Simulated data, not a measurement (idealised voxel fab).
The name of this process module is voxel fin reveal.
Section shown: cut. Width: 205 nm. Cell size: 5 nm, square.
Reading order for cross-sections: top band down to bottom band. Underlying form: a grid of square cells. Band size: one or more rows of cells.
Quick guide to a band line: top height, bottom height (nm) up front; then every material left to right with its width in nm. Only one material and it's marked "full width"? Then it fills the band edge to edge. And "empty" just means empty space.
For the purposes of this specification, 0 denotes the height below which the wafer in its as-received condition is composed wholly of one material, and the lowermost band, lacking a lower limit, extends downward without end, as expressed in "0 nm and below".
Top row gets the first number, bottom row gets the second, and each row in between changes by the same step: that is how a band width like "30 to 40" works.
When a step is marked "nothing different", none of the cells in the cross-section changed during that step.
"Closed voids list" specifies each empty space that is not open to the top and that occupies no fewer than 8 cells, using the form width x height at distance, the distance measured from the left edge and all three quantities in nm.
If you see something after the settings on a step's line, that's the simulator's own remark about that step.
The "overlay nm" setting may appear on a step's line; for a step that uses a mask, it gives how far to the right of its planned position the mask lay, and a negative value indicates the left.
Listed below are the process steps as planned:
- 1: op RECEIVE | material Si
- 2: op CONFORMAL_DEP | material SiN | thk nm 5
- 3: op DIRECTIONAL_DEP | material aC | thk nm 10
- 4: op PATTERN | tone cover | mask id FINS | material resist | width nm 15 | pitch nm 45 | thk nm 30 | overlay nm 0
- 5: op DIRECTIONAL_ETCH | etch materials aC | depth nm 10
- 6: op STRIP | etch materials resist
- 7: op DIRECTIONAL_ETCH | etch materials SiN | depth nm 5
- 8: op DIRECTIONAL_ETCH | etch materials Si | depth nm 35
- 9: op STRIP | etch materials aC
- 10: op FILL_DEP | material SiO2 | thk nm 15
- 11: op CMP | height nm 5
- 12: op SELECTIVE_ETCH | etch materials SiO2 | depth nm 15
- 13: op STRIP | etch materials SiN
- 14: op CONFORMAL_DEP | material HfO2 | thk nm 5
Cross-section of the incoming wafer, state after step 1:
    0 nm and below: Si full width
    Closed voids list: none
End-of-module XS, first of two wafers, run as planned:
    5 nm to 0 nm: empty: 45 / HfO2: 25 / empty: 20 / HfO2: 25 / empty: 20 / HfO2: 25 / empty: 45
    0 nm to -5 nm: empty: 45 / HfO2: 5 / Si: 15 / HfO2: 5 / empty: 20 / HfO2: 5 / Si: 15 / HfO2: 5 / empty: 20 / HfO2: 5 / Si: 15 / HfO2: 5 / empty: 45
    -5 nm to -10 nm: HfO2: 50 / Si: 15 / HfO2: 30 / Si: 15 / HfO2: 30 / Si: 15 / HfO2: 50
    -10 nm to -35 nm: SiO2: 50 / Si: 15 / SiO2: 30 / Si: 15 / SiO2: 30 / Si: 15 / SiO2: 50
    -35 nm and below: Si full width
    Closed voids list: none
Second wafer through the module, sectioned at the end: same beginning and same plan as the first wafer, with one mistake in carrying it out:
    5 nm to 0 nm: empty: 40 / HfO2: 35 / empty: 10 / HfO2: 35 / empty: 10 / HfO2: 35 / empty: 40
    0 nm to -5 nm: empty: 40 / HfO2: 5 / Si: 25 / HfO2: 5 / empty: 10 / HfO2: 5 / Si: 25 / HfO2: 5 / empty: 10 / HfO2: 5 / Si: 25 / HfO2: 5 / empty: 40
    -5 nm to -10 nm: HfO2: 45 / Si: 25 / HfO2: 20 / Si: 25 / HfO2: 20 / Si: 25 / HfO2: 45
    -10 nm to -35 nm: SiO2: 45 / Si: 25 / SiO2: 20 / Si: 25 / SiO2: 20 / Si: 25 / SiO2: 45
    -35 nm and below: Si full width
    Closed voids list: none
The plan and the run diverged here: not per plan at step 4, really ran op PATTERN | tone cover | mask id FINS | material resist | width nm 25 | pitch nm 45 | thk nm 30 | overlay nm 0
End check, counted in cells, second wafer has more or fewer of these materials than the first: Si +42, SiO2 -30
